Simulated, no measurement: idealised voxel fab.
The following is a process module called voxel transistor to metal.
Each square cell in cross-section cut measures 5 nm, and the section as a whole is 210 nm wide.
How to read a cross-section here: the picture is a grid of square cells, written as bands going from the top down, and any band can span one or more rows of cells. First you get the band's top height and its bottom height, in nm, and then the materials it's made of, left to right, with each width in nm. If you see a single material with "full width", that one covers the band edge to edge. "empty" is empty space. Beneath 0, the wafer as received is one material, and that level is where height counting begins. The lowest band goes on downward without a bottom; it is written like "0 nm and below". Width spec "30..40" -> top row of cells at first value, bottom row at second value, equal per-row change in between. No cell of the cross-section changed in a step that is given as "nothing altered". "Voids, sealed": sealed empty spaces, 8 cells or more, no open way to top, listed width x height at distance, with distance from the left edge and width, height and distance in nm. What comes after the settings on a step's line is commentary from the simulator itself on that step. "overlay nm" on a masked step: distance the mask lay right of its planned place, negative for left.
Process steps foreseen in the plan
step 1: RECEIVE | material Si
step 2: CONFORMAL_DEP | material SiO2 | thk nm 5
step 3: CONFORMAL_DEP | material SiN | thk nm 15
step 4: DIRECTIONAL_DEP | material aC | thk nm 10
step 5: PATTERN | tone cover | mask id ACTIVE | material resist | width nm 115 | thk nm 25 | overlay nm 0
step 6: DIRECTIONAL_ETCH | etch materials aC | depth nm 10
step 7: STRIP | etch materials resist
step 8: DIRECTIONAL_ETCH | etch materials SiN | depth nm 15
step 9: DIRECTIONAL_ETCH | etch materials SiO2 | depth nm 5
step 10: DIRECTIONAL_ETCH | etch materials Si | depth nm 20
step 11: STRIP | etch materials aC
step 12: OXIDIZE | depth nm 5
step 13: FILL_DEP | material SiO2 | thk nm 15
step 14: CMP | height nm 20
step 15: SELECTIVE_ETCH | etch materials SiO2 | depth nm 15
step 16: STRIP | etch materials SiN
step 17: SELECTIVE_ETCH | etch materials SiO2 | depth nm 5
step 18: OXIDIZE | depth nm 5
step 19: DIRECTIONAL_DEP | material polySi | thk nm 30
step 20: DIRECTIONAL_DEP | material SiCN | thk nm 10
step 21: PATTERN | tone cover | mask id GATE | material resist | width nm 25 | thk nm 20 | overlay nm 0
step 22: DIRECTIONAL_ETCH | etch materials SiCN | depth nm 20
step 23: DIRECTIONAL_ETCH | etch materials polySi | depth nm 40
step 24: STRIP | etch materials resist
step 25: CONFORMAL_DEP | material SiO2 | thk nm 5
step 26: DIRECTIONAL_ETCH | etch materials SiO2 | depth nm 5
step 27: CONFORMAL_DEP | material SiN | thk nm 5
step 28: DIRECTIONAL_ETCH | etch materials SiN | depth nm 5
step 29: DIRECTIONAL_ETCH | etch materials SiO2 | depth nm 5
step 30: EPI | material SiGe | thk nm 5
step 31: FILL_DEP | material SiO2 | thk nm 10
step 32: CMP | height nm 40
step 33: DIRECTIONAL_DEP | material SiO2 | thk nm 10
step 34: MASKED_ETCH | tone open | mask id CONTACT | width nm 30 | pitch nm 65 | etch materials SiO2 | depth nm 50 | overlay nm 0
step 35: CONFORMAL_DEP | material TiN | thk nm 5
step 36: FILL_DEP | material W | thk nm 10
step 37: CMP | height nm 50
step 38: CONFORMAL_DEP | material SiN | thk nm 5
step 39: DIRECTIONAL_DEP | material SiO2 | thk nm 20
step 40: MASKED_ETCH | tone open | mask id METAL_1 | width nm 15 | pitch nm 80 | etch materials SiO2 | depth nm 20 | overlay nm 0
step 41: MASKED_ETCH | tone open | mask id METAL_1 | width nm 15 | pitch nm 80 | etch materials SiN | depth nm 5 | overlay nm 0
step 42: CONFORMAL_DEP | material TiN | thk nm 5
step 43: FILL_DEP | material W | thk nm 10
step 44: CMP | height nm 75
step 45: EPI | material Ru | thk nm 5
step 46: FILL_DEP | material SiCN | thk nm 5
First of two wafers: run as planned
As-received state of the wafer in cross-section, equivalent to post-step 1
  0 nm and below | Si full width
  Voids, sealed: none
Sectional view: wafer, after step 2
  5 nm to 0 nm | SiO2 full width
  Below 0, the layers are the same as they were.
Sectional view: wafer, after step 3
  20 nm to 5 nm | SiN full width
  Below 5, the layers are the same as they were.
Sectional view: wafer, after step 4
  30 nm to 20 nm | aC full width
  Below 20, the layers are the same as they were.
Sectional view: wafer, after step 5
  55 nm to 30 nm | 45 empty  115 resist  50 empty
  Below 30, the layers are the same as they were.
Sectional view: wafer, after step 6
  45 nm to 30 nm | 45 empty  115 resist  50 empty
  30 nm to 20 nm | 45 empty  115 aC  50 empty
  Below 20, the layers are the same as they were.
Sectional view: wafer, after step 7
  30 nm to 20 nm | 45 empty  115 aC  50 empty
  Below 20, the layers are the same as they were.
Sectional view: wafer, after step 8
  30 nm to 20 nm | 45 empty  115 aC  50 empty
  20 nm to 5 nm | 45 empty  115 SiN  50 empty
  Below 5, the layers are the same as they were.
Sectional view: wafer, after step 9
  30 nm to 20 nm | 45 empty  115 aC  50 empty
  20 nm to 5 nm | 45 empty  115 SiN  50 empty
  5 nm to 0 nm | 45 empty  115 SiO2  50 empty
  Below 0, the layers are the same as they were.
Sectional view: wafer, after step 10
  30 nm to 20 nm | 45 empty  115 aC  50 empty
  20 nm to 5 nm | 45 empty  115 SiN  50 empty
  5 nm to 0 nm | 45 empty  115 SiO2  50 empty
  0 nm to -20 nm | 45 empty  115 Si  50 empty
  Below -20, the layers are the same as they were.
Sectional view: wafer, after step 11
  20 nm to 5 nm | 45 empty  115 SiN  50 empty
  Below 5, the layers are the same as they were.
Sectional view: wafer, after step 12
  20 nm to 5 nm | 45 empty  115 SiN  50 empty
  5 nm to 0 nm | 45 empty  115 SiO2  50 empty
  0 nm to -20 nm | 45 empty  5 SiO2  105 Si  5 SiO2  50 empty
  -20 nm to -25 nm | 50 SiO2  105 Si  55 SiO2
  Below -25, the layers are the same as they were.
Sectional view: wafer, after step 13
  35 nm to 20 nm | SiO2 full width
  20 nm to 5 nm | 45 SiO2  115 SiN  50 SiO2
  5 nm to 0 nm | SiO2 full width
  0 nm to -25 nm | 50 SiO2  105 Si  55 SiO2
  Below -25, the layers are the same as they were.
Sectional view: wafer, after step 14
  20 nm to 5 nm | 45 SiO2  115 SiN  50 SiO2
  Below 5, the layers are the same as they were.
Sectional view: wafer, after step 15
  20 nm to 5 nm | 45 empty  115 SiN  50 empty
  Below 5, the layers are the same as they were.
Sectional view: wafer, after step 16
  5 nm to 0 nm | SiO2 full width
  Below 0, the layers are the same as they were.
Sectional view: wafer, after step 17
  0 nm to -25 nm | 50 SiO2  105 Si  55 SiO2
  Below -25, the layers are the same as they were.
Sectional view: wafer, after step 18
  0 nm to -5 nm | SiO2 full width
  Below -5, the layers are the same as they were.
Sectional view: wafer, after step 19
  30 nm to 0 nm | polySi full width
  Below 0, the layers are the same as they were.
Sectional view: wafer, after step 20
  40 nm to 30 nm | SiCN full width
  Below 30, the layers are the same as they were.
Sectional view: wafer, after step 21
  60 nm to 40 nm | 90 empty  25 resist  95 empty
  Below 40, the layers are the same as they were.
Sectional view: wafer, after step 22
  60 nm to 40 nm | 90 empty  25 resist  95 empty
  40 nm to 30 nm | 90 empty  25 SiCN  95 empty
  Below 30, the layers are the same as they were.
Sectional view: wafer, after step 23
  60 nm to 40 nm | 90 empty  25 resist  95 empty
  40 nm to 30 nm | 90 empty  25 SiCN  95 empty
  30 nm to 0 nm | 90 empty  25 polySi  95 empty
  Below 0, the layers are the same as they were.
Sectional view: wafer, after step 24
  40 nm to 30 nm | 90 empty  25 SiCN  95 empty
  Below 30, the layers are the same as they were.
Sectional view: wafer, after step 25
  45 nm to 40 nm | 85 empty  35 SiO2  90 empty
  40 nm to 30 nm | 85 empty  5 SiO2  25 SiCN  5 SiO2  90 empty
  30 nm to 5 nm | 85 empty  5 SiO2  25 polySi  5 SiO2  90 empty
  5 nm to 0 nm | 90 SiO2  25 polySi  95 SiO2
  Below 0, the layers are the same as they were.
Sectional view: wafer, after step 26
  40 nm to 30 nm | 85 empty  5 SiO2  25 SiCN  5 SiO2  90 empty
  30 nm to 0 nm | 85 empty  5 SiO2  25 polySi  5 SiO2  90 empty
  Below 0, the layers are the same as they were.
Sectional view: wafer, after step 27
  45 nm to 40 nm | 80 empty  45 SiN  85 empty
  40 nm to 30 nm | 80 empty  5 SiN  5 SiO2  25 SiCN  5 SiO2  5 SiN  85 empty
  30 nm to 5 nm | 80 empty  5 SiN  5 SiO2  25 polySi  5 SiO2  5 SiN  85 empty
  5 nm to 0 nm | 85 SiN  5 SiO2  25 polySi  5 SiO2  90 SiN
  Below 0, the layers are the same as they were.
Sectional view: wafer, after step 28
  40 nm to 30 nm | 80 empty  5 SiN  5 SiO2  25 SiCN  5 SiO2  5 SiN  85 empty
  30 nm to 0 nm | 80 empty  5 SiN  5 SiO2  25 polySi  5 SiO2  5 SiN  85 empty
  Below 0, the layers are the same as they were.
Sectional view: wafer, after step 29
  40 nm to 35 nm | 80 empty  5 SiN  5 empty  25 SiCN  5 empty  5 SiN  85 empty
  35 nm to 30 nm | 80 empty  5 SiN  5 SiO2  25 SiCN  5 SiO2  5 SiN  85 empty
  30 nm to 0 nm | 80 empty  5 SiN  5 SiO2  25 polySi  5 SiO2  5 SiN  85 empty
  0 nm to -5 nm | 80 empty  45 SiO2  85 empty
  Below -5, the layers are the same as they were.
Sectional view: wafer, after step 30
  40 nm to 35 nm | 80 empty  5 SiN  5 empty  25 SiCN  5 empty  5 SiN  85 empty
  35 nm to 30 nm | 80 empty  5 SiN  5 SiO2  25 SiCN  5 SiO2  5 SiN  85 empty
  30 nm to 0 nm | 80 empty  5 SiN  5 SiO2  25 polySi  5 SiO2  5 SiN  85 empty
  0 nm to -5 nm | 45 empty  35 SiGe  45 SiO2  35 SiGe  50 empty
  Below -5, the layers are the same as they were.
Sectional view: wafer, after step 31
  50 nm to 40 nm | SiO2 full width
  40 nm to 30 nm | 80 SiO2  5 SiN  5 SiO2  25 SiCN  5 SiO2  5 SiN  85 SiO2
  30 nm to 0 nm | 80 SiO2  5 SiN  5 SiO2  25 polySi  5 SiO2  5 SiN  85 SiO2
  0 nm to -5 nm | 45 SiO2  35 SiGe  45 SiO2  35 SiGe  50 SiO2
  Below -5, the layers are the same as they were.
Sectional view: wafer, after step 32
  40 nm to 30 nm | 80 SiO2  5 SiN  5 SiO2  25 SiCN  5 SiO2  5 SiN  85 SiO2
  Below 30, the layers are the same as they were.
Sectional view: wafer, after step 33
  50 nm to 40 nm | SiO2 full width
  Below 40, the layers are the same as they were.
Sectional view: wafer, after step 34
  50 nm to 40 nm | 55 SiO2  30 empty  35 SiO2  30 empty  60 SiO2
  40 nm to 30 nm | 55 SiO2  25 empty  5 SiN  5 SiO2  25 SiCN  5 SiO2  5 SiN  25 empty  60 SiO2
  30 nm to 0 nm | 55 SiO2  25 empty  5 SiN  5 SiO2  25 polySi  5 SiO2  5 SiN  25 empty  60 SiO2
  Below 0, the layers are the same as they were.
Sectional view: wafer, after step 35
  55 nm to 50 nm | 60 TiN  20 empty  45 TiN  20 empty  65 TiN
  50 nm to 40 nm | 55 SiO2  5 TiN  20..15 empty  5..10 TiN  35 SiO2  5..10 TiN  20..15 empty  5 TiN  60 SiO2
  40 nm to 30 nm | 55 SiO2  5 TiN  15 empty  5 TiN  5 SiN  5 SiO2  25 SiCN  5 SiO2  5 SiN  5 TiN  15 empty  5 TiN  60 SiO2
  30 nm to 5 nm | 55 SiO2  5 TiN  15 empty  5 TiN  5 SiN  5 SiO2  25 polySi  5 SiO2  5 SiN  5 TiN  15 empty  5 TiN  60 SiO2
  5 nm to 0 nm | 55 SiO2  25 TiN  5 SiN  5 SiO2  25 polySi  5 SiO2  5 SiN  25 TiN  60 SiO2
  Below 0, the layers are the same as they were.
Sectional view: wafer, after step 36
  65 nm to 55 nm | W full width
  55 nm to 50 nm | 60 TiN  20 W  45 TiN  20 W  65 TiN
  50 nm to 40 nm | 55 SiO2  5 TiN  20..15 W  5..10 TiN  35 SiO2  5..10 TiN  20..15 W  5 TiN  60 SiO2
  40 nm to 30 nm | 55 SiO2  5 TiN  15 W  5 TiN  5 SiN  5 SiO2  25 SiCN  5 SiO2  5 SiN  5 TiN  15 W  5 TiN  60 SiO2
  30 nm to 5 nm | 55 SiO2  5 TiN  15 W  5 TiN  5 SiN  5 SiO2  25 polySi  5 SiO2  5 SiN  5 TiN  15 W  5 TiN  60 SiO2
  Below 5, the layers are the same as they were.
Sectional view: wafer, after step 37
  50 nm to 40 nm | 55 SiO2  5 TiN  20..15 W  5..10 TiN  35 SiO2  5..10 TiN  20..15 W  5 TiN  60 SiO2
  Below 40, the layers are the same as they were.
Sectional view: wafer, after step 38
  55 nm to 50 nm | SiN full width
  Below 50, the layers are the same as they were.
Sectional view: wafer, after step 39
  75 nm to 55 nm | SiO2 full width
  Below 55, the layers are the same as they were.
Sectional view: wafer, after step 40
  75 nm to 55 nm | 55 SiO2  15 empty  65 SiO2  15 empty  60 SiO2
  Below 55, the layers are the same as they were.
Sectional view: wafer, after step 41
  75 nm to 55 nm | 55 SiO2  15 empty  65 SiO2  15 empty  60 SiO2
  55 nm to 50 nm | 55 SiN  15 empty  65 SiN  15 empty  60 SiN
  Below 50, the layers are the same as they were.
Sectional view: wafer, after step 42
  80 nm to 75 nm | 60 TiN  5 empty  75 TiN  5 empty  65 TiN
  75 nm to 55 nm | 55 SiO2  5 TiN  5 empty  5 TiN  65 SiO2  5 TiN  5 empty  5 TiN  60 SiO2
  55 nm to 50 nm | 55 SiN  15 TiN  65 SiN  15 TiN  60 SiN
  Below 50, the layers are the same as they were.
Sectional view: wafer, after step 43
  90 nm to 80 nm | W full width
  80 nm to 75 nm | 60 TiN  5 W  75 TiN  5 W  65 TiN
  75 nm to 55 nm | 55 SiO2  5 TiN  5 W  5 TiN  65 SiO2  5 TiN  5 W  5 TiN  60 SiO2
  Below 55, the layers are the same as they were.
Sectional view: wafer, after step 44
  75 nm to 55 nm | 55 SiO2  5 TiN  5 W  5 TiN  65 SiO2  5 TiN  5 W  5 TiN  60 SiO2
  Below 55, the layers are the same as they were.
Sectional view: wafer, after step 45
  80 nm to 75 nm | 50 empty  25 Ru  55 empty  25 Ru  55 empty
  Below 75, the layers are the same as they were.
Sectional view: wafer, after step 46
  85 nm to 80 nm | SiCN full width
  80 nm to 75 nm | 50 SiCN  25 Ru  55 SiCN  25 Ru  55 SiCN
  Below 75, the layers are the same as they were.
For the second wafer, take the first wafer's start and plan, then add one mistake made in running it; everything through step 36, that step included, is shared with the first
The second wafer in cross-section, at the planned close of step 37: nothing altered
The second wafer in cross-section, at the planned close of step 38
  70 nm to 65 nm | SiN full width
  Below 65, the layers are the same as they were.
The second wafer in cross-section, at the planned close of step 39
  90 nm to 70 nm | SiO2 full width
  Below 70, the layers are the same as they were.
The second wafer in cross-section, at the planned close of step 40
  90 nm to 70 nm | 55 SiO2  15 empty  65 SiO2  15 empty  60 SiO2
  Below 70, the layers are the same as they were.
The second wafer in cross-section, at the planned close of step 41
  90 nm to 70 nm | 55 SiO2  15 empty  65 SiO2  15 empty  60 SiO2
  70 nm to 65 nm | 55 SiN  15 empty  65 SiN  15 empty  60 SiN
  Below 65, the layers are the same as they were.
The second wafer in cross-section, at the planned close of step 42
  95 nm to 90 nm | 60 TiN  5 empty  75 TiN  5 empty  65 TiN
  90 nm to 70 nm | 55 SiO2  5 TiN  5 empty  5 TiN  65 SiO2  5 TiN  5 empty  5 TiN  60 SiO2
  70 nm to 65 nm | 55 SiN  15 TiN  65 SiN  15 TiN  60 SiN
  Below 65, the layers are the same as they were.
The second wafer in cross-section, at the planned close of step 43
  105 nm to 95 nm | W full width
  95 nm to 90 nm | 60 TiN  5 W  75 TiN  5 W  65 TiN
  90 nm to 70 nm | 55 SiO2  5 TiN  5 W  5 TiN  65 SiO2  5 TiN  5 W  5 TiN  60 SiO2
  Below 70, the layers are the same as they were.
The second wafer in cross-section, at the planned close of step 44
  75 nm to 70 nm | 55 SiO2  5 TiN  5 W  5 TiN  65 SiO2  5 TiN  5 W  5 TiN  60 SiO2
  Below 70, the layers are the same as they were.
The second wafer in cross-section, at the planned close of step 45
  80 nm to 75 nm | 50 empty  25 Ru  55 empty  25 Ru  55 empty
  Below 75, the layers are the same as they were.
The second wafer in cross-section, at the planned close of step 46
  85 nm to 80 nm | SiCN full width
  80 nm to 75 nm | 50 SiCN  25 Ru  55 SiCN  25 Ru  55 SiCN
  Below 75, the layers are the same as they were.
Processing error: step 37 in the plan did not get run; it was skipped
Wafer comparison, final, in cells, second relative to first, materials more or fewer: SiO2 -108 | TiN +22 | W +86
